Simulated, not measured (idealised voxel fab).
The name of this process module is voxel ribs on slabs.
cross-section cut | 185 nm wide | cells 5 nm
Square cells in a grid make up a cross-section in this document, and the grid is given as bands, listed from the top down, each one or more rows of cells.
A band entry consists of two parts. The first gives the height of the band's top and the height of its bottom, in nm. The rest lists the band's materials from left to right, each with its width in nm. A single material labelled with the word "edge to edge" fills the band from edge to edge, and the word "empty" marks empty space.
We count height from 0. Below that, the starting wafer is all one material. The lowest band never ends at the bottom but goes on down; see "top 0, no bottom" for how that is written.
The notation "30->40" denotes a width that varies across the rows of cells in the band, beginning at the first number in the top row, finishing at the second number in the bottom row, and changing by an identical amount from each row to the next.
Where the words "remained unchanged" appear for a step, the cross-section shows no cell changed by that step; every cell remained as before.
Closed empty spaces (no open way to the top) of 8 cells or more are what "Catalogued sealed voids" lists, each as width x height at distance from the left edge, nm for all three.
Text after the settings on a step's line: the simulator's own remark on that step.
overlay nm: right-of-plan distance of the mask on a masked step; negative values mean left-of-plan.

THE STEPS PLANNED FOR THE PROCESS ARE AS FOLLOWS
step 1: RECEIVE, material Si
step 2: DIRECTIONAL_DEP, material SiO2, thk nm 20
step 3: DIRECTIONAL_DEP, material SiN, thk nm 15
step 4: PATTERN, tone cover, mask id RIB, material resist, width nm 15, thk nm 20, overlay nm 0
step 5: DIRECTIONAL_ETCH, etch materials SiN, depth nm 5
step 6: STRIP, etch materials resist
step 7: DIRECTIONAL_DEP, material aC, thk nm 10
step 8: PATTERN, tone cover, mask id SLAB, material resist, width nm 65, thk nm 30, overlay nm 0
step 9: DIRECTIONAL_ETCH, etch materials aC, depth nm 10
step 10: STRIP, etch materials resist
step 11: DIRECTIONAL_ETCH, etch materials SiN, depth nm 10
step 12: STRIP, etch materials aC
step 13: FILL_DEP, material SiO2, thk nm 20
step 14: CMP, height nm 50
step 15: DIRECTIONAL_DEP, material TiN, thk nm 5
step 16: DIRECTIONAL_DEP, material aC, thk nm 15
step 17: PATTERN, tone cover, mask id HEATER, material resist, width nm 25, thk nm 30, overlay nm 0
step 18: DIRECTIONAL_ETCH, etch materials aC, depth nm 15
step 19: STRIP, etch materials resist
step 20: DIRECTIONAL_ETCH, etch materials TiN, depth nm 5
step 21: STRIP, etch materials aC
step 22: CONFORMAL_DEP, material SiO2, thk nm 5
The width nm used in step 4 is not the same on every wafer, whereas the starting condition is; the value printed in the plan is the first wafer's.

CROSS-SECTION OF THE FIRST OF SEVERAL WAFERS ON RECEIPT, REFLECTING COMPLETION OF STEP 1
    top 0, no bottom: Si edge to edge
    Catalogued sealed voids: none

CROSS-SECTION OF THE FIRST OF SEVERAL WAFERS ONCE THE MODULE HAS RUN THROUGH ITS LAST STEP, STEP 22
    top 60, bottom 55: empty (75), SiO2 (35), empty (75)
    top 55, bottom 50: SiO2 (80), TiN (25), SiO2 (80)
    top 50, bottom 35: SiO2 edge to edge
    top 35, bottom 30: SiO2 (85), SiN (15), SiO2 (85)
    top 30, bottom 20: SiO2 (60), SiN (65), SiO2 (60)
    top 20, bottom 0: SiO2 edge to edge
    top 0, no bottom: Si edge to edge
    Catalogued sealed voids: none

WAFER CROSS-SECTION (LAST WAFER, MODULE END)
    top 60, bottom 55: empty (75), SiO2 (35), empty (75)
    top 55, bottom 50: SiO2 (80), TiN (25), SiO2 (80)
    top 50, bottom 35: SiO2 edge to edge
    top 35, bottom 30: SiO2 (80), SiN (30), SiO2 (75)
    top 30, bottom 20: SiO2 (60), SiN (65), SiO2 (60)
    top 20, bottom 0: SiO2 edge to edge
    top 0, no bottom: Si edge to edge
    Catalogued sealed voids: none

QUICK KEY FOR THE TABLE: A ROW PER WAFER, TAKEN AT THE END OF THE MODULE. FOR EACH MATERIAL IT TELLS YOU HOW MANY CELLS THE WAFER GAINED (+) OR LOST (-) SINCE IT CAME IN, AND THE CLOSED VOIDS COME AFTER
width nm 15, +29 SiN, +380 SiO2, +5 TiN, Catalogued sealed voids: none
width nm 20, +30 SiN, +379 SiO2, +5 TiN, Catalogued sealed voids: none
width nm 25, +31 SiN, +378 SiO2, +5 TiN, Catalogued sealed voids: none
width nm 30, +32 SiN, +377 SiO2, +5 TiN, Catalogued sealed voids: none
